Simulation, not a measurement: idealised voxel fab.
Process module in this document: voxel double patterning
It is cross-section cut that appears here, measuring 205 nm in width, its square cells being 5 nm in size.
Cross-section spec: square-cell grid; bands listed top down; each band is one or more rows.
Read a band's entry like this: the first values are the height of its top and the height of its bottom in nm, and what follows is the sequence of materials from left to right, each with its width in nm. Note that "air" is empty space, and that a single material marked "full width" reaches across the band from edge to edge.
Where do heights start? At 0: under that level the wafer as delivered is made of one material only. And the lowest band has no floor; it just carries on downward, as in "0 nm and below".
Think of "30 to 40" as a width that walks from the first number to the second as you go down the band, top row to bottom row, taking equal-sized steps from row to row.
Step marked "stayed the same"? Then no cell in the cross-section changed in it.
"Enclosed empty spaces" - sealed voids, min. 8 cells, no opening to top; format: width x height at distance (distance from left edge; nm throughout).
Anything after a step's settings on that line? It's the simulator's own note about the step.
For masked steps, "overlay nm" on the step line gives how far right of plan the mask actually lay; a minus sign means it lay to the left.
LISTED BELOW ARE THE PROCESS STEPS AS PLANNED
1: RECEIVE with material Si
2: CONFORMAL_DEP with material SiO2, thk nm 10
3: DIRECTIONAL_DEP with material TiN, thk nm 10
4: DIRECTIONAL_DEP with material SiN, thk nm 5
5: MASKED_ETCH with tone open, mask id FIRST, width nm 15, pitch nm 50, etch materials SiN, depth nm 5, overlay nm 0
6: DIRECTIONAL_DEP with material aC, thk nm 15
7: PATTERN with tone open, mask id SECOND, material resist, width nm 15, pitch nm 50, thk nm 30, overlay nm 0
8: DIRECTIONAL_ETCH with etch materials aC, depth nm 15
9: STRIP with etch materials resist
10: DIRECTIONAL_ETCH with etch materials SiN, depth nm 5
11: STRIP with etch materials aC
12: DIRECTIONAL_ETCH with etch materials TiN, depth nm 10
13: STRIP with etch materials SiN
ACCOUNT OF THE FIRST OF TWO WAFERS, WHICH WAS PROCESSED AS INTENDED
WAFER CROSS-SECTION ON RECEIPT, I.E. AFTER STEP 1
    0 nm and below = Si full width
    Enclosed empty spaces: none
STATE OF THE WAFER AFTER STEP 2, SHOWN IN CROSS-SECTION
    10 nm to 0 nm = SiO2 full width
    All layers under 0 are left as they were.
STATE OF THE WAFER AFTER STEP 3, SHOWN IN CROSS-SECTION
    20 nm to 10 nm = TiN full width
    All layers under 10 are left as they were.
STATE OF THE WAFER AFTER STEP 4, SHOWN IN CROSS-SECTION
    25 nm to 20 nm = SiN full width
    All layers under 20 are left as they were.
STATE OF THE WAFER AFTER STEP 5, SHOWN IN CROSS-SECTION
    25 nm to 20 nm = SiN (45); air (15); SiN (35); air (15); SiN (35); air (15); SiN (45)
    All layers under 20 are left as they were.
STATE OF THE WAFER AFTER STEP 6, SHOWN IN CROSS-SECTION
    40 nm to 35 nm = aC (45); air (15); aC (35); air (15); aC (35); air (15); aC (45)
    35 nm to 25 nm = aC full width
    25 nm to 20 nm = SiN (45); aC (15); SiN (35); aC (15); SiN (35); aC (15); SiN (45)
    All layers under 20 are left as they were.
STATE OF THE WAFER AFTER STEP 7, SHOWN IN CROSS-SECTION
    70 nm to 40 nm = resist (70); air (15); resist (35); air (15); resist (70)
    40 nm to 35 nm = aC (45); resist (15); aC (35); resist (15); aC (35); resist (15); aC (45)
    All layers under 35 are left as they were.
STATE OF THE WAFER AFTER STEP 8, SHOWN IN CROSS-SECTION
    55 nm to 40 nm = resist (70); air (15); resist (35); air (15); resist (70)
    40 nm to 35 nm = aC (45); resist (15); aC (10); air (15); aC (10); resist (15); aC (10); air (15); aC (10); resist (15); aC (45)
    35 nm to 25 nm = aC (70); air (15); aC (35); air (15); aC (70)
    All layers under 25 are left as they were.
STATE OF THE WAFER AFTER STEP 9, SHOWN IN CROSS-SECTION
    40 nm to 35 nm = aC (45); air (15); aC (10); air (15); aC (10); air (15); aC (10); air (15); aC (10); air (15); aC (45)
    All layers under 35 are left as they were.
STATE OF THE WAFER AFTER STEP 10, SHOWN IN CROSS-SECTION
    40 nm to 35 nm = aC (45); air (15); aC (10); air (15); aC (10); air (15); aC (10); air (15); aC (10); air (15); aC (45)
    35 nm to 25 nm = aC (70); air (15); aC (35); air (15); aC (70)
    25 nm to 20 nm = SiN (45); aC (15); SiN (10); air (15); SiN (10); aC (15); SiN (10); air (15); SiN (10); aC (15); SiN (45)
    All layers under 20 are left as they were.
STATE OF THE WAFER AFTER STEP 11, SHOWN IN CROSS-SECTION
    25 nm to 20 nm = SiN (45); air (15); SiN (10); air (15); SiN (10); air (15); SiN (10); air (15); SiN (10); air (15); SiN (45)
    All layers under 20 are left as they were.
STATE OF THE WAFER AFTER STEP 12, SHOWN IN CROSS-SECTION
    25 nm to 20 nm = SiN (45); air (15); SiN (10); air (15); SiN (10); air (15); SiN (10); air (15); SiN (10); air (15); SiN (45)
    20 nm to 10 nm = TiN (45); air (15); TiN (10); air (15); TiN (10); air (15); TiN (10); air (15); TiN (10); air (15); TiN (45)
    All layers under 10 are left as they were.
STATE OF THE WAFER AFTER STEP 13, SHOWN IN CROSS-SECTION
    20 nm to 10 nm = TiN (45); air (15); TiN (10); air (15); TiN (10); air (15); TiN (10); air (15); TiN (10); air (15); TiN (45)
    All layers under 10 are left as they were.
OKAY, SECOND WAFER. NOTHING DIFFERENT AT THE START, NOTHING DIFFERENT IN THE PLAN, JUST ONE MISTAKE SOMEWHERE IN THE RUNNING. AS FAR AS STEP 1, COUNTING THAT STEP, IT'S THE FIRST WAFER ALL OVER AGAIN
CROSS-SECTIONAL REPRESENTATION OF THE SECOND WAFER AT THE TIME DESIGNATED IN THE PLAN FOR THE COMPLETION OF STEP 2
    15 nm to 0 nm = SiO2 full width
    All layers under 0 are left as they were.
CROSS-SECTIONAL REPRESENTATION OF THE SECOND WAFER AT THE TIME DESIGNATED IN THE PLAN FOR THE COMPLETION OF STEP 3
    25 nm to 15 nm = TiN full width
    All layers under 15 are left as they were.
CROSS-SECTIONAL REPRESENTATION OF THE SECOND WAFER AT THE TIME DESIGNATED IN THE PLAN FOR THE COMPLETION OF STEP 4
    30 nm to 25 nm = SiN full width
    All layers under 25 are left as they were.
CROSS-SECTIONAL REPRESENTATION OF THE SECOND WAFER AT THE TIME DESIGNATED IN THE PLAN FOR THE COMPLETION OF STEP 5
    30 nm to 25 nm = SiN (45); air (15); SiN (35); air (15); SiN (35); air (15); SiN (45)
    All layers under 25 are left as they were.
CROSS-SECTIONAL REPRESENTATION OF THE SECOND WAFER AT THE TIME DESIGNATED IN THE PLAN FOR THE COMPLETION OF STEP 6
    45 nm to 40 nm = aC (45); air (15); aC (35); air (15); aC (35); air (15); aC (45)
    40 nm to 30 nm = aC full width
    30 nm to 25 nm = SiN (45); aC (15); SiN (35); aC (15); SiN (35); aC (15); SiN (45)
    All layers under 25 are left as they were.
CROSS-SECTIONAL REPRESENTATION OF THE SECOND WAFER AT THE TIME DESIGNATED IN THE PLAN FOR THE COMPLETION OF STEP 7
    75 nm to 45 nm = resist (70); air (15); resist (35); air (15); resist (70)
    45 nm to 40 nm = aC (45); resist (15); aC (35); resist (15); aC (35); resist (15); aC (45)
    All layers under 40 are left as they were.
CROSS-SECTIONAL REPRESENTATION OF THE SECOND WAFER AT THE TIME DESIGNATED IN THE PLAN FOR THE COMPLETION OF STEP 8
    60 nm to 45 nm = resist (70); air (15); resist (35); air (15); resist (70)
    45 nm to 40 nm = aC (45); resist (15); aC (10); air (15); aC (10); resist (15); aC (10); air (15); aC (10); resist (15); aC (45)
    40 nm to 30 nm = aC (70); air (15); aC (35); air (15); aC (70)
    All layers under 30 are left as they were.
CROSS-SECTIONAL REPRESENTATION OF THE SECOND WAFER AT THE TIME DESIGNATED IN THE PLAN FOR THE COMPLETION OF STEP 9
    45 nm to 40 nm = aC (45); air (15); aC (10); air (15); aC (10); air (15); aC (10); air (15); aC (10); air (15); aC (45)
    All layers under 40 are left as they were.
CROSS-SECTIONAL REPRESENTATION OF THE SECOND WAFER AT THE TIME DESIGNATED IN THE PLAN FOR THE COMPLETION OF STEP 10
    45 nm to 40 nm = aC (45); air (15); aC (10); air (15); aC (10); air (15); aC (10); air (15); aC (10); air (15); aC (45)
    40 nm to 30 nm = aC (70); air (15); aC (35); air (15); aC (70)
    30 nm to 25 nm = SiN (45); aC (15); SiN (10); air (15); SiN (10); aC (15); SiN (10); air (15); SiN (10); aC (15); SiN (45)
    All layers under 25 are left as they were.
CROSS-SECTIONAL REPRESENTATION OF THE SECOND WAFER AT THE TIME DESIGNATED IN THE PLAN FOR THE COMPLETION OF STEP 11
    30 nm to 25 nm = SiN (45); air (15); SiN (10); air (15); SiN (10); air (15); SiN (10); air (15); SiN (10); air (15); SiN (45)
    All layers under 25 are left as they were.
CROSS-SECTIONAL REPRESENTATION OF THE SECOND WAFER AT THE TIME DESIGNATED IN THE PLAN FOR THE COMPLETION OF STEP 12
    30 nm to 25 nm = SiN (45); air (15); SiN (10); air (15); SiN (10); air (15); SiN (10); air (15); SiN (10); air (15); SiN (45)
    25 nm to 15 nm = TiN (45); air (15); TiN (10); air (15); TiN (10); air (15); TiN (10); air (15); TiN (10); air (15); TiN (45)
    All layers under 15 are left as they were.
CROSS-SECTIONAL REPRESENTATION OF THE SECOND WAFER AT THE TIME DESIGNATED IN THE PLAN FOR THE COMPLETION OF STEP 13
    25 nm to 15 nm = TiN (45); air (15); TiN (10); air (15); TiN (10); air (15); TiN (10); air (15); TiN (10); air (15); TiN (45)
    All layers under 15 are left as they were.
Processing error: step 2 did not use the planned setting and instead ran as CONFORMAL_DEP with material SiO2, thk nm 15
End of process, cell counts, second wafer against first, materials with more or fewer: +41 SiO2
